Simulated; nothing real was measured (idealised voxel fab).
Process module name: voxel gate over fins
For reference, the cross-section in this document is cut, with width 295 nm and square cells of 5 nm.
Cross-section layout: square cells on a grid; listed as bands, top to bottom; a band spans one or more cell rows.
Look at the band entry: it leads with the top's height and the bottom's height in nm. Then it lists the materials left to right, with a width in nm for each. The word "full width" on a single material says that material fills the band edge to edge. The word "air" is empty space.
Heights are reckoned from 0. Under this level, the received wafer is all of one material. The bottommost band is open-ended downward, for example "top 0, no bottom".
You'd read "30->40" like this: the band's top row of cells is as wide as the first number, its bottom row is as wide as the second, and going down, every row changes width by the same amount as the row before did.
It should be understood that the words "no modification", when stated for a given step, signify that the cross-section underwent no change in any of its cells during that step.
This entry, "Internal closed voids", enumerates those empty regions of no fewer than 8 cells that possess no open connection to the top. Each region is reported in the form width x height at distance, the distance being taken from the left edge, with all three quantities expressed in nm.
Past the settings on a step's line: simulator remark, on that step.
overlay nm: how far to the right of its planned place the mask lay on this masked step (negative: to the left).
So here's the lineup of process steps we planned:
1,op RECEIVE | material Si
2,op CONFORMAL_DEP | material SiN | thk nm 5
3,op MASKED_ETCH | tone cover | mask id FINS | width nm 15 | pitch nm 40 | etch materials SiN | depth nm 5 | overlay nm 0
4,op MASKED_ETCH | tone cover | mask id FINS | width nm 15 | pitch nm 40 | etch materials Si | depth nm 35 | overlay nm 0
5,op OXIDIZE | depth nm 5
6,op FILL_DEP | material SiO2 | thk nm 15
7,op CMP | height nm 5
8,op SELECTIVE_ETCH | etch materials SiO2 | depth nm 15
9,op STRIP | etch materials SiN
10,op CONFORMAL_DEP | material HfO2 | thk nm 5
11,op CONFORMAL_DEP | material TiN | thk nm 5
12,op CONFORMAL_DEP | material TiAl | thk nm 5
13,op CONFORMAL_DEP | material TiN | thk nm 5
14,op FILL_DEP | material W | thk nm 15
15,op CMP | height nm 30
16,op CONFORMAL_DEP | material SiN | thk nm 10
First wafer out of two, processed as planned:
Cross-section: wafer on arrival = after step 1:
> top 0, no bottom = Si full width
> Internal closed voids: none
The following cross-section depicts the wafer upon completion of step 2:
> top 5, bottom 0 = SiN full width
> Everything under 0 stays put, no change at all.
The following cross-section depicts the wafer upon completion of step 3:
> top 5, bottom 0 = air 120  SiN 15  air 25  SiN 15  air 120
> Everything under 0 stays put, no change at all.
The following cross-section depicts the wafer upon completion of step 4:
> top 5, bottom 0 = air 120  SiN 15  air 25  SiN 15  air 120
> top 0, bottom -35 = air 120  Si 15  air 25  Si 15  air 120
> Everything under -35 stays put, no change at all.
The following cross-section depicts the wafer upon completion of step 5:
> top 5, bottom 0 = air 120  SiN 15  air 25  SiN 15  air 120
> top 0, bottom -35 = air 120  SiO2 5  Si 5  SiO2 5  air 25  SiO2 5  Si 5  SiO2 5  air 120
> top -35, bottom -40 = SiO2 125  Si 5  SiO2 35  Si 5  SiO2 125
> Everything under -40 stays put, no change at all.
The following cross-section depicts the wafer upon completion of step 6:
> top 20, bottom 5 = SiO2 full width
> top 5, bottom 0 = SiO2 120  SiN 15  SiO2 25  SiN 15  SiO2 120
> top 0, bottom -40 = SiO2 125  Si 5  SiO2 35  Si 5  SiO2 125
> Everything under -40 stays put, no change at all.
The following cross-section depicts the wafer upon completion of step 7:
> top 5, bottom 0 = SiO2 120  SiN 15  SiO2 25  SiN 15  SiO2 120
> Everything under 0 stays put, no change at all.
The following cross-section depicts the wafer upon completion of step 8:
> top 5, bottom 0 = air 120  SiN 15  air 25  SiN 15  air 120
> top 0, bottom -10 = air 125  Si 5  air 35  Si 5  air 125
> Everything under -10 stays put, no change at all.
The following cross-section depicts the wafer upon completion of step 9:
> top 0, bottom -10 = air 125  Si 5  air 35  Si 5  air 125
> Everything under -10 stays put, no change at all.
The following cross-section depicts the wafer upon completion of step 10:
> top 5, bottom 0 = air 120  HfO2 15  air 25  HfO2 15  air 120
> top 0, bottom -5 = air 120  HfO2 5  Si 5  HfO2 5  air 25  HfO2 5  Si 5  HfO2 5  air 120
> top -5, bottom -10 = HfO2 125  Si 5  HfO2 35  Si 5  HfO2 125
> Everything under -10 stays put, no change at all.
The following cross-section depicts the wafer upon completion of step 11:
> top 10, bottom 5 = air 115  TiN 25  air 15  TiN 25  air 115
> top 5, bottom 0 = air 115  TiN 5  HfO2 15  TiN 5  air 15  TiN 5  HfO2 15  TiN 5  air 115
> top 0, bottom -5 = TiN 120  HfO2 5  Si 5  HfO2 5  TiN 25  HfO2 5  Si 5  HfO2 5  TiN 120
> Everything under -5 stays put, no change at all.
The following cross-section depicts the wafer upon completion of step 12:
> top 15, bottom 10 = air 110  TiAl 35  air 5  TiAl 35  air 110
> top 10, bottom 5 = air 110  TiAl 5  TiN 25  TiAl 5  air 5  TiAl 5  TiN 25  TiAl 5  air 110
> top 5, bottom 0 = TiAl 115  TiN 5  HfO2 15  TiN 5  TiAl 15  TiN 5  HfO2 15  TiN 5  TiAl 115
> Everything under 0 stays put, no change at all.
The following cross-section depicts the wafer upon completion of step 13:
> top 20, bottom 15 = air 105  TiN 85  air 105
> top 15, bottom 10 = air 105  TiN 5  TiAl 35  TiN 5  TiAl 35  TiN 5  air 105
> top 10, bottom 5 = TiN 110  TiAl 5  TiN 25  TiAl 5  TiN 5  TiAl 5  TiN 25  TiAl 5  TiN 110
> Everything under 5 stays put, no change at all.
The following cross-section depicts the wafer upon completion of step 14:
> top 35, bottom 20 = W full width
> top 20, bottom 15 = W 105  TiN 85  W 105
> top 15, bottom 10 = W 105  TiN 5  TiAl 35  TiN 5  TiAl 35  TiN 5  W 105
> Everything under 10 stays put, no change at all.
The following cross-section depicts the wafer upon completion of step 15:
> top 30, bottom 20 = W full width
> Everything under 20 stays put, no change at all.
The following cross-section depicts the wafer upon completion of step 16:
> top 40, bottom 30 = SiN full width
> Everything under 30 stays put, no change at all.
Wafer two of the pair: same origin, same plan, one error during the run; identical to wafer one up to and including step 2:
Cross-section of the second wafer corresponding to the planned conclusion of step 3:
> top 5, bottom 0 = air 120  SiN 20  air 20  SiN 20  air 115
> Everything under 0 stays put, no change at all.
Cross-section of the second wafer corresponding to the planned conclusion of step 4:
> top 5, bottom 0 = air 120  SiN 20  air 20  SiN 20  air 115
> top 0, bottom -35 = air 120  Si 20  air 20  Si 20  air 115
> Everything under -35 stays put, no change at all.
Cross-section of the second wafer corresponding to the planned conclusion of step 5:
> top 5, bottom 0 = air 120  SiN 20  air 20  SiN 20  air 115
> top 0, bottom -35 = air 120  SiO2 5  Si 10  SiO2 5  air 20  SiO2 5  Si 10  SiO2 5  air 115
> top -35, bottom -40 = SiO2 125  Si 10  SiO2 30  Si 10  SiO2 120
> Everything under -40 stays put, no change at all.
Cross-section of the second wafer corresponding to the planned conclusion of step 6:
> top 20, bottom 5 = SiO2 full width
> top 5, bottom 0 = SiO2 120  SiN 20  SiO2 20  SiN 20  SiO2 115
> top 0, bottom -40 = SiO2 125  Si 10  SiO2 30  Si 10  SiO2 120
> Everything under -40 stays put, no change at all.
Cross-section of the second wafer corresponding to the planned conclusion of step 7:
> top 5, bottom 0 = SiO2 120  SiN 20  SiO2 20  SiN 20  SiO2 115
> Everything under 0 stays put, no change at all.
Cross-section of the second wafer corresponding to the planned conclusion of step 8:
> top 5, bottom 0 = air 120  SiN 20  air 20  SiN 20  air 115
> top 0, bottom -10 = air 125  Si 10  air 30  Si 10  air 120
> Everything under -10 stays put, no change at all.
Cross-section of the second wafer corresponding to the planned conclusion of step 9:
> top 0, bottom -10 = air 125  Si 10  air 30  Si 10  air 120
> Everything under -10 stays put, no change at all.
Cross-section of the second wafer corresponding to the planned conclusion of step 10:
> top 5, bottom 0 = air 120  HfO2 20  air 20  HfO2 20  air 115
> top 0, bottom -5 = air 120  HfO2 5  Si 10  HfO2 5  air 20  HfO2 5  Si 10  HfO2 5  air 115
> top -5, bottom -10 = HfO2 125  Si 10  HfO2 30  Si 10  HfO2 120
> Everything under -10 stays put, no change at all.
Cross-section of the second wafer corresponding to the planned conclusion of step 11:
> top 10, bottom 5 = air 115  TiN 30  air 10  TiN 30  air 110
> top 5, bottom 0 = air 115  TiN 5  HfO2 20  TiN 5  air 10  TiN 5  HfO2 20  TiN 5  air 110
> top 0, bottom -5 = TiN 120  HfO2 5  Si 10  HfO2 5  TiN 20  HfO2 5  Si 10  HfO2 5  TiN 115
> Everything under -5 stays put, no change at all.
Cross-section of the second wafer corresponding to the planned conclusion of step 12:
> top 15, bottom 10 = air 110  TiAl 80  air 105
> top 10, bottom 5 = air 110  TiAl 5  TiN 30  TiAl 10  TiN 30  TiAl 5  air 105
> top 5, bottom 0 = TiAl 115  TiN 5  HfO2 20  TiN 5  TiAl 10  TiN 5  HfO2 20  TiN 5  TiAl 110
> Everything under 0 stays put, no change at all.
Cross-section of the second wafer corresponding to the planned conclusion of step 13:
> top 20, bottom 15 = air 105  TiN 90  air 100
> top 15, bottom 10 = air 105  TiN 5  TiAl 80  TiN 5  air 100
> top 10, bottom 5 = TiN 110  TiAl 5  TiN 30  TiAl 10  TiN 30  TiAl 5  TiN 105
> Everything under 5 stays put, no change at all.
Cross-section of the second wafer corresponding to the planned conclusion of step 14:
> top 35, bottom 20 = W full width
> top 20, bottom 15 = W 105  TiN 90  W 100
> top 15, bottom 10 = W 105  TiN 5  TiAl 80  TiN 5  W 100
> Everything under 10 stays put, no change at all.
Cross-section of the second wafer corresponding to the planned conclusion of step 15:
> top 30, bottom 20 = W full width
> Everything under 20 stays put, no change at all.
Cross-section of the second wafer corresponding to the planned conclusion of step 16:
> top 40, bottom 30 = SiN full width
> Everything under 30 stays put, no change at all.
What broke from the plan during processing? step 3, actual vs plan mismatch, actual run op MASKED_ETCH | tone cover | mask id FINS | width nm 20 | pitch nm 40 | etch materials SiN | depth nm 5 | overlay nm 0
In the final state, the cell counts of the second wafer exceed or fall short of those of the first for the following materials: Si: 16 more; SiO2: 12 fewer; TiN: 2 fewer; W: 2 fewer
